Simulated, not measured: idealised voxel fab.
The following process module bears the name voxel trench capacitor.
The cross-section on display is named cut; it measures 285 nm wide, and its cells are 5 nm squares.
How to read a cross-section here: the picture is a grid of square cells, written as bands going from the top down, and any band can span one or more rows of cells.
It is stipulated that each band's entry specify, in nanometres, the height of the top of the band and then that of its bottom, followed by the materials of the band in left-to-right sequence, each together with its width in nanometres. A single material marked by the word "all across" is understood to fill the band from edge to edge; the word "air" is understood to denote empty space.
Heights are measured from 0, the level below which the as-received wafer is all one material; the lowest band has no bottom and continues downward, written as in "0..down".
When a width is written as two numbers, as in "30..40", the first number is the width in the top row of cells of the band and the second is the width in its bottom row, and the width changes by the same amount from each row to the next.
"changes: none" for a step: no cell of the cross-section changed in that step.
Each empty space that has no open way to the top and spans at least 8 cells appears under "Enclosed voids" as width x height at distance, the distance counted from the left edge, all in nm.
Anything after a step's settings on that line? It's the simulator's own note about the step.
"overlay nm" answers the question of how far to the right of plan the mask lay on a step that has a mask, and when it is negative the answer is to the left.
### The process steps that were planned are listed below
1: RECEIVE | material Si
2: CONFORMAL_DEP | material SiN | thk nm 5
3: MASKED_ETCH | tone open | mask id TRENCH | width nm 20 | pitch nm 45 | etch materials SiN | depth nm 5 | overlay nm 0
4: MASKED_ETCH | tone open | mask id TRENCH | width nm 20 | pitch nm 45 | etch materials Si | depth nm 25 | overlay nm 0
5: CONFORMAL_DEP | material SiO2 | thk nm 5
6: FILL_DEP | material polySi | thk nm 5
7: CMP | height nm 5
### as received, after step 1
- 0..down = Si all across
- Enclosed voids: none
### Final wafer profile in cross-section after the module, from the same start and plan as above, with one mistake made during processing
- 5..0 = 90 SiN  10 polySi  35 SiN  10 polySi  35 SiN  10 polySi  95 SiN
- 0..-20 = 85 Si  5 SiN  10 polySi  5 SiN  25 Si  5 SiN  10 polySi  5 SiN  25 Si  5 SiN  10 polySi  5 SiN  90 Si
- -20..-25 = 85 Si  20 SiN  25 Si  20 SiN  25 Si  20 SiN  90 Si
- -25..down = Si all across
- Enclosed voids: none
Where did the run depart from the plan? step 5 did not use the planned setting and instead ran as CONFORMAL_DEP | material SiN | thk nm 5
